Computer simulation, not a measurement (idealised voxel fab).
Module name: voxel double patterning (process module)
Shown is cross-section cut, with a width of 205 nm and square cells of size 5 nm.
A cross-section in this document is a grid of square cells, and it is written down as bands, the top band listed before the ones below it; a band is made up of one or more rows of cells.
Top height, bottom height, nm. Materials left to right, width each, nm. Single material + "edge to edge" = fills band edge to edge. "blank" = empty.
Where do heights start? At 0: under that level the wafer as delivered is made of one material only. And the lowest band has no floor; it just carries on downward, as in "0 and below".
The width entry "30 to 40" should be interpreted row by row: the top row of cells in the band takes the first number, the bottom row takes the second number, and the change between adjacent rows is uniform throughout.
Basically "nothing was modified" means that step didn't change any cell in the cross-section.
Enclosed voids (no open way to top), threshold 8 cells or more, entry "Closed cavity list", notation width x height at distance, distance from left edge, nm.
Formally, on a step line, whatever follows the settings is a remark that the simulator itself makes on the step.
"overlay nm" answers the question of how far to the right of plan the mask lay on a step that has a mask, and when it is negative the answer is to the left.
### This section lists the process steps that were planned
| 1 | RECEIVE | material Si |
| 2 | CONFORMAL_DEP | material SiO2 | thk nm 5 |
| 3 | DIRECTIONAL_DEP | material W | thk nm 10 |
| 4 | DIRECTIONAL_DEP | material SiN | thk nm 10 |
| 5 | PATTERN | tone open | mask id FIRST | material resist | width nm 15 | pitch nm 50 | thk nm 15 | overlay nm 0 |
| 6 | DIRECTIONAL_ETCH | etch materials SiN | depth nm 10 |
| 7 | STRIP | etch materials resist |
| 8 | MASKED_ETCH | tone open | mask id SECOND | width nm 15 | etch materials SiN | depth nm 10 | overlay nm 0 |
| 9 | DIRECTIONAL_ETCH | etch materials W | depth nm 10 |
| 10 | STRIP | etch materials SiN |
### Cross-section of the wafer upon arrival, representing the state reached after step 1
- 0 and below: Si edge to edge
- Closed cavity list: none
### First of two wafers, end-of-module section, run followed plan
- 15 down to 5: W 70; blank 15; W 10; blank 15; W 10; blank 15; W 70
- 5 down to 0: SiO2 edge to edge
- 0 and below: Si edge to edge
- Closed cavity list: none
### Cross-sectional view of the second of two wafers upon completion of the module. This wafer shared its starting condition and process plan with the first; one error was made during its execution
- 15 down to 10: SiO2 edge to edge
- 10 down to 0: W edge to edge
- 0 and below: Si edge to edge
- Closed cavity list: none
Run error: plan steps 2 and 3 run swapped
End check, counted in cells, second wafer has more or fewer of these materials than the first: W +18
